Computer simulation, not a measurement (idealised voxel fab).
process module | voxel transistor to metal
cross-section cut | 185 nm wide | cells 5 nm
A cross-section is a grid of square cells, given in bands from the top down. A band is one or more rows of cells.
Each band's line starts with the height of the band's top and of its bottom, in nm. Then come its materials from left to right, each with its width in nm. One material with "throughout" fills the band from edge to edge. "air" is empty space.
Height 0 is the level under which the wafer as received is all one material. The lowest band goes on downwards, as in "0 down".
A width such as "30 to 40" changes by the same amount from each row of cells to the next, from the band's top row to its bottom row.
"no change" after a step means that no cell of the cross-section changed.
closed voids: empty space of 8 cells or more with no open way to the top, each as width x height at its distance from the left edge, in nm
after a step's settings: what the simulator itself notes on the step
overlay nm, on a step with a mask: how far to the right of its planned place the mask lay; to the left if negative
plan
1 op RECEIVE | material Si
2 op OXIDIZE | depth nm 5
3 op CONFORMAL_DEP | material SiN | thk nm 15
4 op PATTERN | tone cover | mask id ACTIVE | material resist | width nm 115 | thk nm 15 | overlay nm 0
5 op DIRECTIONAL_ETCH | etch materials SiN | depth nm 15
6 op DIRECTIONAL_ETCH | etch materials SiO2 | depth nm 5
7 op DIRECTIONAL_ETCH | etch materials Si | depth nm 30
8 op STRIP | etch materials resist
9 op OXIDIZE | depth nm 5
10 op FILL_DEP | material SiO2 | thk nm 10
11 op CMP | height nm 15
12 op SELECTIVE_ETCH | etch materials SiO2 | depth nm 10
13 op STRIP | etch materials SiN
14 op SELECTIVE_ETCH | etch materials SiO2 | depth nm 5
15 op OXIDIZE | depth nm 5
16 op DIRECTIONAL_DEP | material polySi | thk nm 30
17 op DIRECTIONAL_DEP | material SiCN | thk nm 15
18 op PATTERN | tone cover | mask id GATE | material resist | width nm 35 | thk nm 20 | overlay nm 0
19 op DIRECTIONAL_ETCH | etch materials SiCN | depth nm 25
20 op DIRECTIONAL_ETCH | etch materials polySi | depth nm 40
21 op STRIP | etch materials resist
22 op CONFORMAL_DEP | material SiN | thk nm 5
23 op DIRECTIONAL_ETCH | etch materials SiN | depth nm 5
24 op DIRECTIONAL_ETCH | etch materials SiO2 | depth nm 5
25 op DIRECTIONAL_ETCH | etch materials Si | depth nm 10
26 op EPI | material pSi | thk nm 15
27 op FILL_DEP | material SiO2 | thk nm 5
28 op CMP | height nm 25
29 op STRIP | etch materials polySi
30 op SELECTIVE_ETCH | etch materials SiO2 | depth nm 5
31 op CONFORMAL_DEP | material HfO2 | thk nm 5
32 op CONFORMAL_DEP | material TiN | thk nm 5
33 op FILL_DEP | material W | thk nm 10
34 op CMP | height nm 20
35 op DIRECTIONAL_DEP | material SiO2 | thk nm 10
36 op PATTERN | tone open | mask id CONTACT | material resist | width nm 15 | pitch nm 90 | thk nm 15 | overlay nm 0
37 op DIRECTIONAL_ETCH | etch materials SiO2 | depth nm 35
38 op STRIP | etch materials resist
39 op CONFORMAL_DEP | material TiN | thk nm 5
40 op FILL_DEP | material W | thk nm 10
41 op CMP | height nm 30
42 op CONFORMAL_DEP | material SiCN | thk nm 5
43 op DIRECTIONAL_DEP | material lowk | thk nm 25
44 op PATTERN | tone open | mask id METAL_1 | material resist | width nm 15 | pitch nm 90 | thk nm 15 | overlay nm 0
45 op DIRECTIONAL_ETCH | etch materials lowk | depth nm 25
46 op DIRECTIONAL_ETCH | etch materials SiCN | depth nm 5
47 op STRIP | etch materials resist
48 op CONFORMAL_DEP | material TiN | thk nm 5
49 op FILL_DEP | material Cu | thk nm 10
50 op CMP | height nm 60
51 op EPI | material Ru | thk nm 5
52 op FILL_DEP | material SiCN | thk nm 5
53 op DIRECTIONAL_DEP | material lowk | thk nm 30
54 op MASKED_ETCH | tone open | mask id METAL_2 | width nm 15 | pitch nm 90 | etch materials lowk | depth nm 20 | overlay nm 0
55 op PATTERN | tone open | mask id METAL_2_HOLES | material resist | width nm 15 | pitch nm 90 | thk nm 20 | overlay nm 0
56 op DIRECTIONAL_ETCH | etch materials lowk | depth nm 10
57 op DIRECTIONAL_ETCH | etch materials SiCN | depth nm 5
58 op STRIP | etch materials resist
59 op CONFORMAL_DEP | material TiN | thk nm 5
60 op FILL_DEP | material Cu | thk nm 5
61 op CMP | height nm 100
62 op CONFORMAL_DEP | material SiCN | thk nm 5
as received, after step 1
  0 down: Si throughout
  closed voids: none
first wafer at the end, as planned
  105 to 100: SiCN throughout
  100 to 70: lowk 40 | TiN 5 | Cu 5 | TiN 5 | lowk 75 | TiN 5 | Cu 5 | TiN 5 | lowk 40
  70 to 65: SiCN 40 | TiN 15 | SiCN 75 | TiN 15 | SiCN 40
  65 to 60: SiCN 35 | Ru 25 | SiCN 65 | Ru 25 | SiCN 35
  60 to 35: lowk 40 | TiN 5 | Cu 5 | TiN 5 | lowk 75 | TiN 5 | Cu 5 | TiN 5 | lowk 40
  35 to 30: SiCN 40 | TiN 15 | SiCN 75 | TiN 15 | SiCN 40
  30 to 20: SiO2 40 | TiN 5 | W 5 | TiN 5 | SiO2 75 | TiN 5 | W 5 | TiN 5 | SiO2 40
  20 to 5: SiO2 40 | TiN 5 | W 5 | TiN 5 | SiO2 15 | SiN 5 | HfO2 5 | TiN 5 | W 15 | TiN 5 | HfO2 5 | SiN 5 | SiO2 15 | TiN 5 | W 5 | TiN 5 | SiO2 40
  5 to 0: SiO2 40 | TiN 5 | W 5 | TiN 5 | pSi 15 | SiN 5 | HfO2 5 | TiN 5 | W 15 | TiN 5 | HfO2 5 | SiN 5 | pSi 15 | TiN 5 | W 5 | TiN 5 | SiO2 40
  0 to -5: SiO2 30 | SiN 5 | SiO2 5 | TiN 15 | pSi 15 | SiN 5 | HfO2 5 | TiN 25 | HfO2 5 | SiN 5 | pSi 15 | TiN 15 | SiO2 5 | SiN 5 | SiO2 30
  -5 to -10: SiO2 35 | pSi 35 | HfO2 45 | pSi 35 | SiO2 35
  -10 to -20: SiO2 40 | pSi 30 | Si 45 | pSi 30 | SiO2 40
  -20 to -40: SiO2 40 | Si 105 | SiO2 40
  -40 down: Si throughout
  closed voids: none
second wafer at the end: like start, like plan, one mistake
  105 to 100: SiCN throughout
  100 to 70: lowk 40 | TiN 5 | Cu 5 | TiN 5 | lowk 75 | TiN 5 | Cu 5 | TiN 5 | lowk 40
  70 to 65: SiCN 40 | TiN 15 | SiCN 75 | TiN 15 | SiCN 40
  65 to 60: SiCN 35 | Ru 25 | SiCN 65 | Ru 25 | SiCN 35
  60 to 35: lowk 40 | TiN 5 | Cu 5 | TiN 5 | lowk 75 | TiN 5 | Cu 5 | TiN 5 | lowk 40
  35 to 30: SiCN 40 | TiN 15 | SiCN 75 | TiN 15 | SiCN 40
  30 to 20: SiO2 40 | TiN 5 | W 5 | TiN 5 | SiO2 75 | TiN 5 | W 5 | TiN 5 | SiO2 40
  20 to 5: SiO2 40 | TiN 5 | W 5 | TiN 5 | SiO2 15 | SiN 5 | HfO2 5 | TiN 5 | W 15 | TiN 5 | HfO2 5 | SiN 5 | SiO2 15 | TiN 5 | W 5 | TiN 5 | SiO2 40
  5 to 0: SiO2 40 | TiN 5 | W 5 | TiN 5 | pSi 15 | SiN 5 | HfO2 5 | TiN 5 | W 15 | TiN 5 | HfO2 5 | SiN 5 | pSi 15 | TiN 5 | W 5 | TiN 5 | SiO2 40
  0 to -5: SiO2 30 | SiN 5 | SiO2 5 | TiN 15 | pSi 15 | SiN 5 | HfO2 5 | TiN 25 | HfO2 5 | SiN 5 | pSi 15 | TiN 15 | SiO2 5 | SiN 5 | SiO2 30
  -5 to -10: SiO2 35 | pSi 35 | HfO2 45 | pSi 35 | SiO2 35
  -10 to -20: SiO2 40 | pSi 30 | Si 45 | pSi 30 | SiO2 40
  -20 to -70: SiO2 40 | Si 105 | SiO2 40
  -70 down: Si throughout
  closed voids: none
what went wrong: step 7 was run twice
at the end the second wafer has, in cells: 96 fewer of Si | 96 more of SiO2
